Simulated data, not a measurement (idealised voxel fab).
This section sets out a process module, namely voxel capacitor over wiring.
The cross-section on display is named cut; it measures 235 nm wide, and its cells are 5 nm squares.
Cross-sections here: square-cell grids, written as top-down lists of bands, a band being one or more rows of cells.
Band entry format. Leading values: height of top, height of bottom, nm. Remainder: materials in left-to-right order, each with its width in nm. Special words: "everywhere" on a single material, which then fills the band edge to edge; "blank", empty space.
Measure heights from 0. That's the level where, below it, the as-received wafer is all one material. The lowest band is bottomless and extends downward; write it as in "0..down".
Quick explanation for "30->40": the width changes in equal steps down the rows of cells, from the first number in the band's top row to the second number in its bottom row.
Take "remains unaltered" at face value: in the step it is given for, the cross-section changed in none of its cells.
In "Sealed internal voids" the enclosed voids are listed, meaning empty spaces of 8 cells or larger without any opening to the top. The form is width x height at distance, distance from the left edge, units nm.
The remark found on a step's line after its settings is issued by the simulator itself and pertains to that step.
overlay nm: mask offset rightward from planned place, masked step; negative means leftward offset.

# List of planned process steps
| 1 | RECEIVE with material Si |
| 2 | CONFORMAL_DEP with material SiO2, thk nm 15 |
| 3 | DIRECTIONAL_DEP with material TiN, thk nm 5 |
| 4 | DIRECTIONAL_DEP with material W, thk nm 20 |
| 5 | MASKED_ETCH with tone cover, mask id METAL_1, width nm 25, pitch nm 95, etch materials W, depth nm 20, overlay nm 0 |
| 6 | MASKED_ETCH with tone cover, mask id METAL_1, width nm 25, pitch nm 95, etch materials TiN, depth nm 5, overlay nm 0 |
| 7 | CONFORMAL_DEP with material SiN, thk nm 5 |
| 8 | FILL_DEP with material lowk, thk nm 5 |
| 9 | CMP with height nm 40 |
| 10 | CONFORMAL_DEP with material SiCN, thk nm 5 |
| 11 | DIRECTIONAL_DEP with material SiO2, thk nm 20 |
| 12 | MASKED_ETCH with tone open, mask id PLUG_1, width nm 15, etch materials SiO2, depth nm 20, overlay nm 0 |
| 13 | MASKED_ETCH with tone open, mask id PLUG_1, width nm 15, etch materials SiCN, depth nm 5, overlay nm 0 |
| 14 | EPI with material Ru, thk nm 10 |
| 15 | EPI with material Ru, thk nm 10 |
| 16 | EPI with material Ru, thk nm 5 |
| 17 | DIRECTIONAL_DEP with material TiN, thk nm 10 |
| 18 | DIRECTIONAL_DEP with material Al2O3, thk nm 5 |
| 19 | DIRECTIONAL_DEP with material TiN, thk nm 10 |
| 20 | DIRECTIONAL_DEP with material aC, thk nm 15 |
| 21 | PATTERN with tone cover, mask id UPPER_PLATE, material resist, width nm 75, thk nm 35, overlay nm 0 |
| 22 | DIRECTIONAL_ETCH with etch materials aC, depth nm 15 |
| 23 | STRIP with etch materials resist |
| 24 | DIRECTIONAL_ETCH with etch materials TiN, depth nm 10 |
| 25 | DIRECTIONAL_ETCH with etch materials Al2O3, depth nm 5 |
| 26 | STRIP with etch materials aC |
| 27 | MASKED_ETCH with tone cover, mask id LOWER_PLATE, width nm 85, etch materials TiN, depth nm 10, overlay nm 0 |
| 28 | FILL_DEP with material SiO2, thk nm 15 |
| 29 | CMP with height nm 100 |
| 30 | DIRECTIONAL_DEP with material aC, thk nm 10 |
| 31 | PATTERN with tone open, mask id PLUG_2, material resist, width nm 15, thk nm 25, overlay nm 0 |
| 32 | DIRECTIONAL_ETCH with etch materials aC, depth nm 10 |
| 33 | STRIP with etch materials resist |
| 34 | DIRECTIONAL_ETCH with etch materials SiO2, depth nm 10 |
| 35 | STRIP with etch materials aC |
| 36 | CONFORMAL_DEP with material TiN, thk nm 5 |
| 37 | FILL_DEP with material Ru, thk nm 10 |
| 38 | CMP with height nm 100 |
| 39 | CONFORMAL_DEP with material SiN, thk nm 5 |

# The first wafer of two, processed as planned

# Cross-section, incoming material, after step 1
- 0..down  Si everywhere
- Sealed internal voids: none

# Wafer xsec, post step 2
- 15..0  SiO2 everywhere
- Heights below 0 show no change.

# Wafer xsec, post step 3
- 20..15  TiN everywhere
- Heights below 15 show no change.

# Wafer xsec, post step 4
- 40..20  W everywhere
- Heights below 20 show no change.

# Wafer xsec, post step 5
- 40..20  blank 55 / W 25 / blank 70 / W 25 / blank 60
- Heights below 20 show no change.

# Wafer xsec, post step 6
- 40..20  blank 55 / W 25 / blank 70 / W 25 / blank 60
- 20..15  blank 55 / TiN 25 / blank 70 / TiN 25 / blank 60
- Heights below 15 show no change.

# Wafer xsec, post step 7
- 45..40  blank 50 / SiN 35 / blank 60 / SiN 35 / blank 55
- 40..20  blank 50 / SiN 5 / W 25 / SiN 5 / blank 60 / SiN 5 / W 25 / SiN 5 / blank 55
- 20..15  SiN 55 / TiN 25 / SiN 70 / TiN 25 / SiN 60
- Heights below 15 show no change.

# Wafer xsec, post step 8
- 50..45  lowk everywhere
- 45..40  lowk 50 / SiN 35 / lowk 60 / SiN 35 / lowk 55
- 40..20  lowk 50 / SiN 5 / W 25 / SiN 5 / lowk 60 / SiN 5 / W 25 / SiN 5 / lowk 55
- Heights below 20 show no change.

# Wafer xsec, post step 9
- 40..20  lowk 50 / SiN 5 / W 25 / SiN 5 / lowk 60 / SiN 5 / W 25 / SiN 5 / lowk 55
- Heights below 20 show no change.

# Wafer xsec, post step 10
- 45..40  SiCN everywhere
- Heights below 40 show no change.

# Wafer xsec, post step 11
- 65..45  SiO2 everywhere
- Heights below 45 show no change.

# Wafer xsec, post step 12
- 65..45  SiO2 65 / blank 15 / SiO2 155
- Heights below 45 show no change.

# Wafer xsec, post step 13
- 65..45  SiO2 65 / blank 15 / SiO2 155
- 45..40  SiCN 65 / blank 15 / SiCN 155
- Heights below 40 show no change.

# Wafer xsec, post step 14
- 65..50  SiO2 65 / blank 15 / SiO2 155
- 50..45  SiO2 65 / Ru 15 / SiO2 155
- 45..40  SiCN 65 / Ru 15 / SiCN 155
- Heights below 40 show no change.

# Wafer xsec, post step 15
- 65..60  SiO2 65 / blank 15 / SiO2 155
- 60..45  SiO2 65 / Ru 15 / SiO2 155
- Heights below 45 show no change.

# Wafer xsec, post step 16
- 65..45  SiO2 65 / Ru 15 / SiO2 155
- Heights below 45 show no change.

# Wafer xsec, post step 17
- 75..65  TiN everywhere
- Heights below 65 show no change.

# Wafer xsec, post step 18
- 80..75  Al2O3 everywhere
- Heights below 75 show no change.

# Wafer xsec, post step 19
- 90..80  TiN everywhere
- Heights below 80 show no change.

# Wafer xsec, post step 20
- 105..90  aC everywhere
- Heights below 90 show no change.

# Wafer xsec, post step 21
- 140..105  blank 65 / resist 75 / blank 95
- Heights below 105 show no change.

# Wafer xsec, post step 22
- 125..105  blank 65 / resist 75 / blank 95
- 105..90  blank 65 / aC 75 / blank 95
- Heights below 90 show no change.

# Wafer xsec, post step 23
- 105..90  blank 65 / aC 75 / blank 95
- Heights below 90 show no change.

# Wafer xsec, post step 24
- 105..90  blank 65 / aC 75 / blank 95
- 90..80  blank 65 / TiN 75 / blank 95
- Heights below 80 show no change.

# Wafer xsec, post step 25
- 105..90  blank 65 / aC 75 / blank 95
- 90..80  blank 65 / TiN 75 / blank 95
- 80..75  blank 65 / Al2O3 75 / blank 95
- Heights below 75 show no change.

# Wafer xsec, post step 26
- 90..80  blank 65 / TiN 75 / blank 95
- Heights below 80 show no change.

# Wafer xsec, post step 27
- 90..80  blank 65 / TiN 75 / blank 95
- 80..75  blank 65 / Al2O3 75 / blank 95
- 75..65  blank 60 / TiN 85 / blank 90
- Heights below 65 show no change.

# Wafer xsec, post step 28
- 105..90  SiO2 everywhere
- 90..80  SiO2 65 / TiN 75 / SiO2 95
- 80..75  SiO2 65 / Al2O3 75 / SiO2 95
- 75..65  SiO2 60 / TiN 85 / SiO2 90
- Heights below 65 show no change.

# Wafer xsec, post step 29
- 100..90  SiO2 everywhere
- Heights below 90 show no change.

# Wafer xsec, post step 30
- 110..100  aC everywhere
- Heights below 100 show no change.

# Wafer xsec, post step 31
- 135..110  resist 75 / blank 15 / resist 145
- Heights below 110 show no change.

# Wafer xsec, post step 32
- 125..110  resist 75 / blank 15 / resist 145
- 110..100  aC 75 / blank 15 / aC 145
- Heights below 100 show no change.

# Wafer xsec, post step 33
- 110..100  aC 75 / blank 15 / aC 145
- Heights below 100 show no change.

# Wafer xsec, post step 34
- 110..100  aC 75 / blank 15 / aC 145
- 100..90  SiO2 75 / blank 15 / SiO2 145
- Heights below 90 show no change.

# Wafer xsec, post step 35
- 100..90  SiO2 75 / blank 15 / SiO2 145
- Heights below 90 show no change.

# Wafer xsec, post step 36
- 105..100  TiN 80 / blank 5 / TiN 150
- 100..95  SiO2 75 / TiN 5 / blank 5 / TiN 5 / SiO2 145
- 95..90  SiO2 75 / TiN 15 / SiO2 145
- Heights below 90 show no change.

# Wafer xsec, post step 37
- 115..105  Ru everywhere
- 105..100  TiN 80 / Ru 5 / TiN 150
- 100..95  SiO2 75 / TiN 5 / Ru 5 / TiN 5 / SiO2 145
- Heights below 95 show no change.

# Wafer xsec, post step 38
- 100..95  SiO2 75 / TiN 5 / Ru 5 / TiN 5 / SiO2 145
- Heights below 95 show no change.

# Wafer xsec, post step 39
- 105..100  SiN everywhere
- Heights below 100 show no change.

# second wafer: like start, like plan, one mistake. Through step 11 it matches the first wafer

# Cross-section: second wafer, time at which step 12 was scheduled to end
- 65..45  blank 65 / SiO2 15 / blank 155
- Heights below 45 show no change.

Cross-section: second wafer, time at which step 13 was scheduled to end: remains unaltered

Cross-section: second wafer, time at which step 14 was scheduled to end: remains unaltered

Cross-section: second wafer, time at which step 15 was scheduled to end: remains unaltered

Cross-section: second wafer, time at which step 16 was scheduled to end: remains unaltered

# Cross-section: second wafer, time at which step 17 was scheduled to end
- 75..65  blank 65 / TiN 15 / blank 155
- 65..55  blank 65 / SiO2 15 / blank 155
- 55..45  TiN 65 / SiO2 15 / TiN 155
- Heights below 45 show no change.

# Cross-section: second wafer, time at which step 18 was scheduled to end
- 80..75  blank 65 / Al2O3 15 / blank 155
- 75..65  blank 65 / TiN 15 / blank 155
- 65..60  blank 65 / SiO2 15 / blank 155
- 60..55  Al2O3 65 / SiO2 15 / Al2O3 155
- Heights below 55 show no change.

# Cross-section: second wafer, time at which step 19 was scheduled to end
- 90..80  blank 65 / TiN 15 / blank 155
- 80..75  blank 65 / Al2O3 15 / blank 155
- 75..70  blank 65 / TiN 15 / blank 155
- 70..65  TiN everywhere
- 65..60  TiN 65 / SiO2 15 / TiN 155
- Heights below 60 show no change.

# Cross-section: second wafer, time at which step 20 was scheduled to end
- 105..90  blank 65 / aC 15 / blank 155
- 90..85  blank 65 / TiN 15 / blank 155
- 85..80  aC 65 / TiN 15 / aC 155
- 80..75  aC 65 / Al2O3 15 / aC 155
- 75..70  aC 65 / TiN 15 / aC 155
- Heights below 70 show no change.

# Cross-section: second wafer, time at which step 21 was scheduled to end
- 140..105  blank 65 / resist 75 / blank 95
- 105..90  blank 65 / aC 15 / resist 60 / blank 95
- 90..85  blank 65 / TiN 15 / resist 60 / blank 95
- Heights below 85 show no change.

# Cross-section: second wafer, time at which step 22 was scheduled to end
- 125..105  blank 65 / resist 75 / blank 95
- 105..90  blank 65 / aC 15 / resist 60 / blank 95
- 90..85  blank 65 / TiN 15 / resist 60 / blank 95
- 85..80  blank 65 / TiN 15 / aC 60 / blank 95
- 80..75  blank 65 / Al2O3 15 / aC 60 / blank 95
- 75..70  blank 65 / TiN 15 / aC 60 / blank 95
- Heights below 70 show no change.

# Cross-section: second wafer, time at which step 23 was scheduled to end
- 105..90  blank 65 / aC 15 / blank 155
- 90..85  blank 65 / TiN 15 / blank 155
- Heights below 85 show no change.

# Cross-section: second wafer, time at which step 24 was scheduled to end
- 105..90  blank 65 / aC 15 / blank 155
- 90..85  blank 65 / TiN 15 / blank 155
- 85..80  blank 65 / TiN 15 / aC 60 / blank 95
- 80..75  blank 65 / Al2O3 15 / aC 60 / blank 95
- 75..70  blank 65 / TiN 15 / aC 60 / blank 95
- 70..65  blank 65 / TiN 75 / blank 95
- 65..60  blank 65 / SiO2 15 / TiN 60 / blank 95
- Heights below 60 show no change.

# Cross-section: second wafer, time at which step 25 was scheduled to end
- 105..90  blank 65 / aC 15 / blank 155
- 90..85  blank 65 / TiN 15 / blank 155
- 85..80  blank 65 / TiN 15 / aC 60 / blank 95
- 80..75  blank 65 / Al2O3 15 / aC 60 / blank 95
- 75..70  blank 65 / TiN 15 / aC 60 / blank 95
- 70..65  blank 65 / TiN 75 / blank 95
- 65..60  blank 65 / SiO2 15 / TiN 60 / blank 95
- 60..55  blank 65 / SiO2 15 / Al2O3 60 / blank 95
- Heights below 55 show no change.

# Cross-section: second wafer, time at which step 26 was scheduled to end
- 90..80  blank 65 / TiN 15 / blank 155
- 80..75  blank 65 / Al2O3 15 / blank 155
- 75..65  blank 65 / TiN 15->75 / blank 155->95
- Heights below 65 show no change.

# Cross-section: second wafer, time at which step 27 was scheduled to end
- 90..80  blank 65 / TiN 15 / blank 155
- 80..75  blank 65 / Al2O3 15 / blank 155
- 75..65  blank 65 / TiN 15->75 / blank 155->95
- 65..60  blank 65 / SiO2 15 / TiN 60 / blank 95
- 60..55  blank 65 / SiO2 15 / Al2O3 60 / blank 95
- 55..45  blank 60 / TiN 5 / SiO2 15 / TiN 65 / blank 90
- Heights below 45 show no change.

# Cross-section: second wafer, time at which step 28 was scheduled to end
- 105..90  SiO2 everywhere
- 90..80  SiO2 65 / TiN 15 / SiO2 155
- 80..75  SiO2 65 / Al2O3 15 / SiO2 155
- 75..65  SiO2 65 / TiN 15->75 / SiO2 155->95
- 65..60  SiO2 80 / TiN 60 / SiO2 95
- 60..55  SiO2 80 / Al2O3 60 / SiO2 95
- 55..45  SiO2 60 / TiN 5 / SiO2 15 / TiN 65 / SiO2 90
- Heights below 45 show no change.

# Cross-section: second wafer, time at which step 29 was scheduled to end
- 100..90  SiO2 everywhere
- Heights below 90 show no change.

# Cross-section: second wafer, time at which step 30 was scheduled to end
- 110..100  aC everywhere
- Heights below 100 show no change.

# Cross-section: second wafer, time at which step 31 was scheduled to end
- 135..110  resist 75 / blank 15 / resist 145
- Heights below 110 show no change.

# Cross-section: second wafer, time at which step 32 was scheduled to end
- 125..110  resist 75 / blank 15 / resist 145
- 110..100  aC 75 / blank 15 / aC 145
- Heights below 100 show no change.

# Cross-section: second wafer, time at which step 33 was scheduled to end
- 110..100  aC 75 / blank 15 / aC 145
- Heights below 100 show no change.

# Cross-section: second wafer, time at which step 34 was scheduled to end
- 110..100  aC 75 / blank 15 / aC 145
- 100..90  SiO2 75 / blank 15 / SiO2 145
- Heights below 90 show no change.

# Cross-section: second wafer, time at which step 35 was scheduled to end
- 100..90  SiO2 75 / blank 15 / SiO2 145
- Heights below 90 show no change.

# Cross-section: second wafer, time at which step 36 was scheduled to end
- 105..100  TiN 80 / blank 5 / TiN 150
- 100..95  SiO2 75 / TiN 5 / blank 5 / TiN 5 / SiO2 145
- 95..90  SiO2 75 / TiN 15 / SiO2 145
- Heights below 90 show no change.

# Cross-section: second wafer, time at which step 37 was scheduled to end
- 115..105  Ru everywhere
- 105..100  TiN 80 / Ru 5 / TiN 150
- 100..95  SiO2 75 / TiN 5 / Ru 5 / TiN 5 / SiO2 145
- Heights below 95 show no change.

# Cross-section: second wafer, time at which step 38 was scheduled to end
- 100..95  SiO2 75 / TiN 5 / Ru 5 / TiN 5 / SiO2 145
- Heights below 95 show no change.

# Cross-section: second wafer, time at which step 39 was scheduled to end
- 105..100  SiN everywhere
- Heights below 100 show no change.
Run error: so step 12 ended up running with a different setting than we planned, it ran as MASKED_ETCH with tone cover, mask id PLUG_1, width nm 15, etch materials SiO2, depth nm 20, overlay nm 0
Cell-count delta at end, second wafer over first, by material: Ru -15, SiCN +3, SiO2 +12
